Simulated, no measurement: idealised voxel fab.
The process module that follows is named voxel self aligned contacts.
Pictured: cross-section cut, 300 nm wide, on a grid of 5 nm square cells.
In this document a cross-section is written as a grid of square cells. It is given as a series of bands, listed from the top down, and a band is one or more rows of cells. The entry gives the band's vertical extent as a top height and a bottom height in nm, then its horizontal make-up as materials from left to right, each with a width in nm. "air" stands for empty space; a single material marked "edge to edge" fills the band edge to edge. Heads up on the height convention: 0 is the point under which the incoming wafer is all one material, and the lowest band has no bottom, it just keeps going down, like "z 0 and below". A width given as "30 to 40" starts at the first number in the band's top row and ends at the second number in its bottom row, shifting by an equal amount at every step from row to row. It should be understood that the words "no change occurred", when stated for a given step, signify that the cross-section underwent no change in any of its cells during that step. Listed in "Enclosed internal cavities": every empty space of 8 or more cells without an open way to the top. Form: width x height at distance, the distance being from the left edge, all in nm. after a step's settings: what the simulator itself notes on the step. On any step carrying a mask, the "overlay nm" setting, if present on the step's line, tells how far right of its planned place the mask lay; negative values point to the left.

**Listed below are the process steps as planned**
1,RECEIVE [material Si]
2,OXIDIZE [depth nm 5]
3,DIRECTIONAL_DEP [material polySi] [thk nm 25]
4,DIRECTIONAL_DEP [material SiN] [thk nm 25]
5,PATTERN [tone cover] [mask id GATE] [material resist] [width nm 25] [pitch nm 65] [thk nm 15] [overlay nm 0]
6,DIRECTIONAL_ETCH [etch materials SiN] [depth nm 25]
7,DIRECTIONAL_ETCH [etch materials polySi] [depth nm 25]
8,STRIP [etch materials resist]
9,CONFORMAL_DEP [material SiN] [thk nm 10]
10,DIRECTIONAL_ETCH [etch materials SiN] [depth nm 10]
11,FILL_DEP [material SiO2] [thk nm 15]
12,CMP [height nm 60]
13,MASKED_ETCH [tone open] [mask id CONTACT] [width nm 50] [etch materials SiO2] [depth nm 65] [overlay nm 0]
14,CONFORMAL_DEP [material TiN] [thk nm 5]
15,FILL_DEP [material Ru] [thk nm 5]
16,CMP [height nm 60]
17,CONFORMAL_DEP [material SiCN] [thk nm 5]

**On the first of the two wafers: run conducted according to plan**

**Cross-section of the wafer upon arrival, representing the state reached after step 1**
* z 0 and below | Si edge to edge
* Enclosed internal cavities: none

**Cross-sectional representation of the wafer at the conclusion of step 2**
* z 0 to -5 | SiO2 edge to edge
* No changes below -5.

**Cross-sectional representation of the wafer at the conclusion of step 3**
* z 25 to 0 | polySi edge to edge
* No changes below 0.

**Cross-sectional representation of the wafer at the conclusion of step 4**
* z 50 to 25 | SiN edge to edge
* No changes below 25.

**Cross-sectional representation of the wafer at the conclusion of step 5**
* z 65 to 50 | 105 of air | 25 of resist | 40 of air | 25 of resist | 105 of air
* No changes below 50.

**Cross-sectional representation of the wafer at the conclusion of step 6**
* z 65 to 50 | 105 of air | 25 of resist | 40 of air | 25 of resist | 105 of air
* z 50 to 25 | 105 of air | 25 of SiN | 40 of air | 25 of SiN | 105 of air
* No changes below 25.

**Cross-sectional representation of the wafer at the conclusion of step 7**
* z 65 to 50 | 105 of air | 25 of resist | 40 of air | 25 of resist | 105 of air
* z 50 to 25 | 105 of air | 25 of SiN | 40 of air | 25 of SiN | 105 of air
* z 25 to 0 | 105 of air | 25 of polySi | 40 of air | 25 of polySi | 105 of air
* No changes below 0.

**Cross-sectional representation of the wafer at the conclusion of step 8**
* z 50 to 25 | 105 of air | 25 of SiN | 40 of air | 25 of SiN | 105 of air
* No changes below 25.

**Cross-sectional representation of the wafer at the conclusion of step 9**
* z 60 to 25 | 95 of air | 45 of SiN | 20 of air | 45 of SiN | 95 of air
* z 25 to 10 | 95 of air | 10 of SiN | 25 of polySi | 10 of SiN | 20 of air | 10 of SiN | 25 of polySi | 10 of SiN | 95 of air
* z 10 to 0 | 105 of SiN | 25 of polySi | 40 of SiN | 25 of polySi | 105 of SiN
* No changes below 0.

**Cross-sectional representation of the wafer at the conclusion of step 10**
* z 50 to 25 | 95 of air | 45 of SiN | 20 of air | 45 of SiN | 95 of air
* z 25 to 0 | 95 of air | 10 of SiN | 25 of polySi | 10 of SiN | 20 of air | 10 of SiN | 25 of polySi | 10 of SiN | 95 of air
* No changes below 0.

**Cross-sectional representation of the wafer at the conclusion of step 11**
* z 65 to 50 | SiO2 edge to edge
* z 50 to 25 | 95 of SiO2 | 45 of SiN | 20 of SiO2 | 45 of SiN | 95 of SiO2
* z 25 to 0 | 95 of SiO2 | 10 of SiN | 25 of polySi | 10 of SiN | 20 of SiO2 | 10 of SiN | 25 of polySi | 10 of SiN | 95 of SiO2
* No changes below 0.

**Cross-sectional representation of the wafer at the conclusion of step 12**
* z 60 to 50 | SiO2 edge to edge
* No changes below 50.

**Cross-sectional representation of the wafer at the conclusion of step 13**
* z 60 to 50 | 125 of SiO2 | 50 of air | 125 of SiO2
* z 50 to 25 | 95 of SiO2 | 45 of SiN | 20 of air | 45 of SiN | 95 of SiO2
* z 25 to 0 | 95 of SiO2 | 10 of SiN | 25 of polySi | 10 of SiN | 20 of air | 10 of SiN | 25 of polySi | 10 of SiN | 95 of SiO2
* z 0 to -5 | 140 of SiO2 | 20 of air | 140 of SiO2
* No changes below -5.

**Cross-sectional representation of the wafer at the conclusion of step 14**
* z 65 to 60 | 130 of TiN | 40 of air | 130 of TiN
* z 60 to 50 | 125 of SiO2 | 5 to 20 of TiN | 40 to 10 of air | 5 to 20 of TiN | 125 of SiO2
* z 50 to 25 | 95 of SiO2 | 45 of SiN | 5 of TiN | 10 of air | 5 of TiN | 45 of SiN | 95 of SiO2
* z 25 to 0 | 95 of SiO2 | 10 of SiN | 25 of polySi | 10 of SiN | 5 of TiN | 10 of air | 5 of TiN | 10 of SiN | 25 of polySi | 10 of SiN | 95 of SiO2
* z 0 to -5 | 140 of SiO2 | 20 of TiN | 140 of SiO2
* No changes below -5.

**Cross-sectional representation of the wafer at the conclusion of step 15**
* z 70 to 65 | Ru edge to edge
* z 65 to 60 | 130 of TiN | 40 of Ru | 130 of TiN
* z 60 to 50 | 125 of SiO2 | 5 to 20 of TiN | 40 to 10 of Ru | 5 to 20 of TiN | 125 of SiO2
* z 50 to 25 | 95 of SiO2 | 45 of SiN | 5 of TiN | 10 of Ru | 5 of TiN | 45 of SiN | 95 of SiO2
* z 25 to 0 | 95 of SiO2 | 10 of SiN | 25 of polySi | 10 of SiN | 5 of TiN | 10 of Ru | 5 of TiN | 10 of SiN | 25 of polySi | 10 of SiN | 95 of SiO2
* No changes below 0.

**Cross-sectional representation of the wafer at the conclusion of step 16**
* z 60 to 50 | 125 of SiO2 | 5 to 20 of TiN | 40 to 10 of Ru | 5 to 20 of TiN | 125 of SiO2
* No changes below 50.

**Cross-sectional representation of the wafer at the conclusion of step 17**
* z 65 to 60 | SiCN edge to edge
* No changes below 60.

**The second wafer: identical to the first at the outset and in its planned sequence, differing only in that one mistake was made during processing; up to and including step 12, its path is the first wafer's path**

**Cross-section, second wafer, at the end time the plan gives for step 13**
* z 60 to 50 | 130 of SiO2 | 50 of air | 120 of SiO2
* z 50 to 25 | 95 of SiO2 | 45 of SiN | 20 of air | 45 of SiN | 95 of SiO2
* z 25 to 0 | 95 of SiO2 | 10 of SiN | 25 of polySi | 10 of SiN | 20 of air | 10 of SiN | 25 of polySi | 10 of SiN | 95 of SiO2
* z 0 to -5 | 140 of SiO2 | 20 of air | 140 of SiO2
* No changes below -5.

**Cross-section, second wafer, at the end time the plan gives for step 14**
* z 65 to 60 | 135 of TiN | 40 of air | 125 of TiN
* z 60 to 50 | 130 of SiO2 | 5 to 15 of TiN | 40 to 10 of air | 5 to 25 of TiN | 120 of SiO2
* z 50 to 25 | 95 of SiO2 | 45 of SiN | 5 of TiN | 10 of air | 5 of TiN | 45 of SiN | 95 of SiO2
* z 25 to 0 | 95 of SiO2 | 10 of SiN | 25 of polySi | 10 of SiN | 5 of TiN | 10 of air | 5 of TiN | 10 of SiN | 25 of polySi | 10 of SiN | 95 of SiO2
* z 0 to -5 | 140 of SiO2 | 20 of TiN | 140 of SiO2
* No changes below -5.

**Cross-section, second wafer, at the end time the plan gives for step 15**
* z 70 to 65 | Ru edge to edge
* z 65 to 60 | 135 of TiN | 40 of Ru | 125 of TiN
* z 60 to 50 | 130 of SiO2 | 5 to 15 of TiN | 40 to 10 of Ru | 5 to 25 of TiN | 120 of SiO2
* z 50 to 25 | 95 of SiO2 | 45 of SiN | 5 of TiN | 10 of Ru | 5 of TiN | 45 of SiN | 95 of SiO2
* z 25 to 0 | 95 of SiO2 | 10 of SiN | 25 of polySi | 10 of SiN | 5 of TiN | 10 of Ru | 5 of TiN | 10 of SiN | 25 of polySi | 10 of SiN | 95 of SiO2
* No changes below 0.

**Cross-section, second wafer, at the end time the plan gives for step 16**
* z 60 to 50 | 130 of SiO2 | 5 to 15 of TiN | 40 to 10 of Ru | 5 to 25 of TiN | 120 of SiO2
* No changes below 50.

**Cross-section, second wafer, at the end time the plan gives for step 17**
* z 65 to 60 | SiCN edge to edge
* No changes below 60.
Deviation noted in wafer processing: step 13 ran differently from the plan; actual operation with settings: MASKED_ETCH [tone open] [mask id CONTACT] [width nm 50] [etch materials SiO2] [depth nm 65] [overlay nm 5]
Both wafers, final: cells per material equal; arrangement not.
